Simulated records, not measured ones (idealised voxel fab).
Documented hereafter: the process module known as voxel self aligned vias.
For reference, the cross-section in this document is cut, with width 225 nm and square cells of 5 nm.
Bands, listed from the top down, are how a cross-section gets written in this document; the cross-section itself is a grid of square cells, and a band is one or more rows of them.
First you get the band's top height and its bottom height, in nm, and then the materials it's made of, left to right, with each width in nm. If you see a single material with "all across", that one covers the band edge to edge. "empty" is empty space.
Ref level 0: as-received wafer is one material below here. Bottom band extends down with no lower bound ("0 and below").
The width entry "30->40" should be interpreted row by row: the top row of cells in the band takes the first number, the bottom row takes the second number, and the change between adjacent rows is uniform throughout.
Key: "stayed the same" - step with no changed cell in the cross-section.
Look at "Tabulated closed voids" for the closed voids: empty spaces with no open path to the top, sized 8 cells or up. Each is width x height at distance, distance from the left edge, all nm.
Read whatever lies past the settings on a step's line as the simulator's own remark about the step.
overlay nm, on a step with a mask: how far to the right of its planned place the mask lay; to the left if negative

### Planned process steps
1 RECEIVE: material Si
2 CONFORMAL_DEP: material SiO2, thk nm 10
3 CONFORMAL_DEP: material SiCN, thk nm 5
4 DIRECTIONAL_DEP: material lowk, thk nm 20
5 DIRECTIONAL_DEP: material aC, thk nm 10
6 PATTERN: tone open, mask id LINES, material resist, width nm 20, pitch nm 55, thk nm 25, overlay nm 0
7 DIRECTIONAL_ETCH: etch materials aC, depth nm 10
8 STRIP: etch materials resist
9 DIRECTIONAL_ETCH: etch materials lowk, depth nm 20
10 STRIP: etch materials aC
11 CONFORMAL_DEP: material TiN, thk nm 5
12 FILL_DEP: material Ru, thk nm 10
13 CMP: height nm 35
14 SELECTIVE_ETCH: etch materials W Ru TiN, depth nm 5
15 FILL_DEP: material SiN, thk nm 10
16 CMP: height nm 35
17 DIRECTIONAL_DEP: material lowk, thk nm 15
18 DIRECTIONAL_DEP: material aC, thk nm 10
19 PATTERN: tone open, mask id VIAS, material resist, width nm 40, pitch nm 110, thk nm 25, overlay nm 0
20 DIRECTIONAL_ETCH: etch materials aC, depth nm 10
21 STRIP: etch materials resist
22 DIRECTIONAL_ETCH: etch materials lowk, depth nm 15
23 DIRECTIONAL_ETCH: etch materials SiN, depth nm 5
24 STRIP: etch materials aC
25 CONFORMAL_DEP: material TiN, thk nm 5
26 FILL_DEP: material Ru, thk nm 10
27 CMP: height nm 50
28 CONFORMAL_DEP: material SiCN, thk nm 5

### Incoming wafer, cross-sectional view, post step 1
	0 and below | Si all across
	Tabulated closed voids: none

### First wafer of two, sectioned at end of module; run went per plan
	55 down to 50 | SiCN all across
	50 down to 40 | 35 lowk | 5 TiN | 30 Ru | 5 TiN | 70 lowk | 5 TiN | 30 Ru | 5 TiN | 40 lowk
	40 down to 35 | 35 lowk | 15 TiN | 10 Ru | 15 TiN | 70 lowk | 15 TiN | 10 Ru | 15 TiN | 40 lowk
	35 down to 30 | 45 lowk | 20 TiN | 35 lowk | 20 SiN | 35 lowk | 20 TiN | 50 lowk
	30 down to 20 | 45 lowk | 5 TiN | 10 Ru | 5 TiN | 35 lowk | 5 TiN | 10 Ru | 5 TiN | 35 lowk | 5 TiN | 10 Ru | 5 TiN | 50 lowk
	20 down to 15 | 45 lowk | 20 TiN | 35 lowk | 20 TiN | 35 lowk | 20 TiN | 50 lowk
	15 down to 10 | SiCN all across
	10 down to 0 | SiO2 all across
	0 and below | Si all across
	Tabulated closed voids: none

### Wafer two, end of module, cross-section. Same start, same plan as wafer one. One mistake in the run
	55 down to 50 | SiCN all across
	50 down to 40 | 30 lowk | 5 TiN | 40 Ru | 5 TiN | 60 lowk | 5 TiN | 40 Ru | 5 TiN | 35 lowk
	40 down to 35 | 30 lowk | 20 TiN | 10 Ru | 20 TiN | 60 lowk | 20 TiN | 10 Ru | 20 TiN | 35 lowk
	35 down to 30 | 45 lowk | 20 TiN | 35 lowk | 20 SiN | 35 lowk | 20 TiN | 50 lowk
	30 down to 20 | 45 lowk | 5 TiN | 10 Ru | 5 TiN | 35 lowk | 5 TiN | 10 Ru | 5 TiN | 35 lowk | 5 TiN | 10 Ru | 5 TiN | 50 lowk
	20 down to 15 | 45 lowk | 20 TiN | 35 lowk | 20 TiN | 35 lowk | 20 TiN | 50 lowk
	15 down to 10 | SiCN all across
	10 down to 0 | SiO2 all across
	0 and below | Si all across
	Tabulated closed voids: none
what went wrong: step 19 off recipe, ran as PATTERN: tone open, mask id VIAS, material resist, width nm 50, pitch nm 110, thk nm 25, overlay nm 0
In the final state, the cell counts of the second wafer exceed or fall short of those of the first for the following materials: 8 more of Ru | 4 more of TiN | 12 fewer of lowk
